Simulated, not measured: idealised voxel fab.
Documented hereafter: the process module known as voxel transistor to metal.
Cross-sectional view cut (width: 215 nm; square cell size: 5 nm).
If you're reading a cross-section in this doc, picture square cells in a grid; it comes to you as bands, top ones listed first down to the bottom, and a band can be one or more rows of cells.
Top, bottom (nm), then materials left to right with widths (nm); lone material tagged "full width" fills the whole band edge to edge; "air" = empty space.
Zero point of the height axis is 0; under it, received wafer = one material. Lowest band: continues down indefinitely, "0 and below".
So if you see something like "30..40" for the width, read it as the top row of the band sitting at the first number and the bottom row at the second, with every row in between moving by the same amount as the last.
No cell of the cross-section changed in a step that is given as "all unchanged".
Reported under the label "Sealed voids" are the empty spaces having no open way to the top and comprising 8 cells or more; the notation for each is width x height at distance, in which the distance is measured from the left edge and all three values are in nm.
Heads up: the bit after the settings on a step's line is the simulator's remark on that step.
overlay nm: mask right of planned place by this much (step with mask). Neg. = left.

List of planned process steps:
| 1 | RECEIVE,material Si |
| 2 | OXIDIZE,depth nm 5 |
| 3 | CONFORMAL_DEP,material SiN,thk nm 10 |
| 4 | MASKED_ETCH,tone cover,mask id ACTIVE,width nm 125,etch materials SiN,depth nm 10,overlay nm 0 |
| 5 | MASKED_ETCH,tone cover,mask id ACTIVE,width nm 125,etch materials SiO2,depth nm 5,overlay nm 0 |
| 6 | MASKED_ETCH,tone cover,mask id ACTIVE,width nm 125,etch materials Si,depth nm 20,overlay nm 0 |
| 7 | FILL_DEP,material SiO2,thk nm 5 |
| 8 | CMP,height nm 10 |
| 9 | SELECTIVE_ETCH,etch materials SiO2,depth nm 10 |
| 10 | STRIP,etch materials SiN |
| 11 | SELECTIVE_ETCH,etch materials SiO2,depth nm 5 |
| 12 | OXIDIZE,depth nm 5 |
| 13 | DIRECTIONAL_DEP,material polySi,thk nm 20 |
| 14 | DIRECTIONAL_DEP,material SiCN,thk nm 15 |
| 15 | DIRECTIONAL_DEP,material aC,thk nm 15 |
| 16 | PATTERN,tone cover,mask id GATE,material resist,width nm 35,thk nm 35,overlay nm 0 |
| 17 | DIRECTIONAL_ETCH,etch materials aC,depth nm 15 |
| 18 | STRIP,etch materials resist |
| 19 | DIRECTIONAL_ETCH,etch materials SiCN,depth nm 25 |
| 20 | DIRECTIONAL_ETCH,etch materials polySi,depth nm 30 |
| 21 | STRIP,etch materials aC |
| 22 | CONFORMAL_DEP,material SiO2,thk nm 5 |
| 23 | DIRECTIONAL_ETCH,etch materials SiO2,depth nm 5 |
| 24 | CONFORMAL_DEP,material SiN,thk nm 10 |
| 25 | DIRECTIONAL_ETCH,etch materials SiN,depth nm 10 |
| 26 | DIRECTIONAL_ETCH,etch materials SiO2,depth nm 5 |
| 27 | DIRECTIONAL_ETCH,etch materials Si,depth nm 5 |
| 28 | EPI,material pSi,thk nm 5 |
| 29 | FILL_DEP,material SiO2,thk nm 10 |
| 30 | CMP,height nm 15 |
| 31 | STRIP,etch materials polySi |
| 32 | SELECTIVE_ETCH,etch materials SiO2,depth nm 5 |
| 33 | CONFORMAL_DEP,material HfO2,thk nm 5 |
| 34 | CONFORMAL_DEP,material TiN,thk nm 5 |
| 35 | FILL_DEP,material W,thk nm 10 |
| 36 | CMP,height nm 10 |
| 37 | DIRECTIONAL_DEP,material SiO2,thk nm 10 |
| 38 | PATTERN,tone open,mask id CONTACT,material resist,width nm 20,pitch nm 85,thk nm 15,overlay nm 0 |
| 39 | DIRECTIONAL_ETCH,etch materials SiO2,depth nm 30 |
| 40 | STRIP,etch materials resist |
| 41 | CONFORMAL_DEP,material TiN,thk nm 5 |
| 42 | FILL_DEP,material Ru,thk nm 5 |
| 43 | CMP,height nm 20 |
| 44 | DIRECTIONAL_DEP,material TiN,thk nm 5 |
| 45 | DIRECTIONAL_DEP,material W,thk nm 15 |
| 46 | DIRECTIONAL_DEP,material aC,thk nm 15 |
| 47 | PATTERN,tone cover,mask id METAL_1,material resist,width nm 20,pitch nm 85,thk nm 35,overlay nm 0 |
| 48 | DIRECTIONAL_ETCH,etch materials aC,depth nm 15 |
| 49 | STRIP,etch materials resist |
| 50 | DIRECTIONAL_ETCH,etch materials W,depth nm 15 |
| 51 | DIRECTIONAL_ETCH,etch materials TiN,depth nm 5 |
| 52 | STRIP,etch materials aC |
| 53 | FILL_DEP,material lowk,thk nm 10 |
| 54 | CMP,height nm 40 |
| 55 | CONFORMAL_DEP,material SiCN,thk nm 5 |

Cross-section of the wafer as it came to us, i.e., already through step 1:
0 and below | Si full width
Sealed voids: none

The following cross-section depicts the wafer upon conclusion of the module. Processing commenced from the starting condition illustrated above and adhered to the plan illustrated above, save for one mistake in execution:
45 down to 40 | SiCN full width
40 down to 25 | lowk full width
25 down to 20 | TiN full width
20 down to 10 | 55 nm SiO2; 5 nm TiN; 10 nm Ru; 5 nm TiN; 65 nm SiO2; 5 nm TiN; 10 nm Ru; 5 nm TiN; 55 nm SiO2
10 down to 0 | 55 nm SiO2; 5 nm TiN; 10 nm Ru; 5 nm TiN; 10 nm SiN; 5 nm HfO2; 5 nm TiN; 25 nm W; 5 nm TiN; 5 nm HfO2; 10 nm SiN; 5 nm TiN; 10 nm Ru; 5 nm TiN; 55 nm SiO2
0 down to -5 | 55 nm SiO2; 5 nm TiN; 5 nm Ru; 10 nm TiN; 10 nm SiN; 5 nm HfO2; 35 nm TiN; 5 nm HfO2; 10 nm SiN; 10 nm TiN; 5 nm Ru; 5 nm TiN; 55 nm SiO2
-5 down to -10 | 55 nm SiO2; 15 nm TiN; 5 nm pSi; 10 nm SiO2; 45 nm HfO2; 10 nm SiO2; 5 nm pSi; 15 nm TiN; 55 nm SiO2
-10 down to -15 | 45 nm SiO2; 30 nm pSi; 65 nm Si; 30 nm pSi; 45 nm SiO2
-15 down to -25 | 45 nm SiO2; 125 nm Si; 45 nm SiO2
-25 and below | Si full width
Sealed voids: none
What went wrong in running the wafer? so step 45 ended up running with a different setting than we planned, it ran as DIRECTIONAL_DEP,material lowk,thk nm 15
